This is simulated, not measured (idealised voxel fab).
Documented hereafter: the process module known as voxel trench capacitor.
It is cross-section cut that appears here, measuring 245 nm in width, its square cells being 5 nm in size.
Square cells in a grid make up a cross-section in this document, and the grid is given as bands, listed from the top down, each one or more rows of cells. For a band, the entry starts with two heights in nm, that of the top and then that of the bottom, and carries on with the band's materials in order from left to right, each alongside its width in nm; the word "throughout" beside a single material means it fills the band edge to edge, and "blank" means empty space. Height 0 is the level under which the wafer as received is all one material. The lowest band goes on downwards, as in "0..down". A two-number width, for instance "30 to 40", indicates that the width is equal to the first number in the top row of the band and to the second number in the bottom row, and that it changes by a constant amount per row of cells. You'll sometimes find "no change occurred" written for a step, and that's the way of saying that nowhere in the cross-section did a cell change during that step. "Closed void entries": sealed empty spaces, 8 cells or more, no open way to top, listed width x height at distance, with distance from the left edge and width, height and distance in nm. Whatever follows a step's settings on its line is a remark the simulator itself makes about that step. Steps that use a mask can have "overlay nm" on their line. It says how far the mask sat to the right of where it was meant to be. Negative means to the left.
-- Process steps foreseen in the plan
1. op RECEIVE | material Si
2. op CONFORMAL_DEP | material SiN | thk nm 5
3. op DIRECTIONAL_DEP | material aC | thk nm 15
4. op PATTERN | tone open | mask id TRENCH | material resist | width nm 15 | pitch nm 35 | thk nm 35 | overlay nm 0
5. op DIRECTIONAL_ETCH | etch materials aC | depth nm 15
6. op STRIP | etch materials resist
7. op DIRECTIONAL_ETCH | etch materials SiN | depth nm 5
8. op DIRECTIONAL_ETCH | etch materials Si | depth nm 35
9. op STRIP | etch materials aC
10. op CONFORMAL_DEP | material SiO2 | thk nm 5
11. op FILL_DEP | material polySi | thk nm 10
12. op CMP | height nm 5
-- Incoming wafer in cross-section (state: after step 1)
> 0..down: Si throughout
> Closed void entries: none
-- End-of-module XS, first of two wafers, run as planned
> 5..0: SiN (95), SiO2 (5), polySi (5), SiO2 (5), SiN (20), SiO2 (5), polySi (5), SiO2 (5), SiN (100)
> 0..-30: Si (95), SiO2 (5), polySi (5), SiO2 (5), Si (20), SiO2 (5), polySi (5), SiO2 (5), Si (100)
> -30..-35: Si (95), SiO2 (15), Si (20), SiO2 (15), Si (100)
> -35..down: Si throughout
> Closed void entries: none
-- Cross-section of the latter of the two wafers at module completion. It had an identical start and an identical plan to the former; in running it, one mistake was made
> 5..0: polySi (90), SiO2 (5), SiN (15), SiO2 (5), polySi (10), SiO2 (5), SiN (15), SiO2 (5), polySi (95)
> 0..-30: polySi (90), SiO2 (5), Si (15), SiO2 (5), polySi (10), SiO2 (5), Si (15), SiO2 (5), polySi (95)
> -30..-35: SiO2 (95), Si (15), SiO2 (20), Si (15), SiO2 (100)
> -35..down: Si throughout
> Closed void entries: none
Where did the run depart from the plan? step 4 changed vs plan, executed as op PATTERN | tone cover | mask id TRENCH | material resist | width nm 15 | pitch nm 35 | thk nm 35 | overlay nm 0
Bottom line after processing is that, in cells, the second wafer is up or down on some materials versus the first: Si: 259 fewer, SiN: 37 fewer, SiO2: 37 more, polySi: 259 more
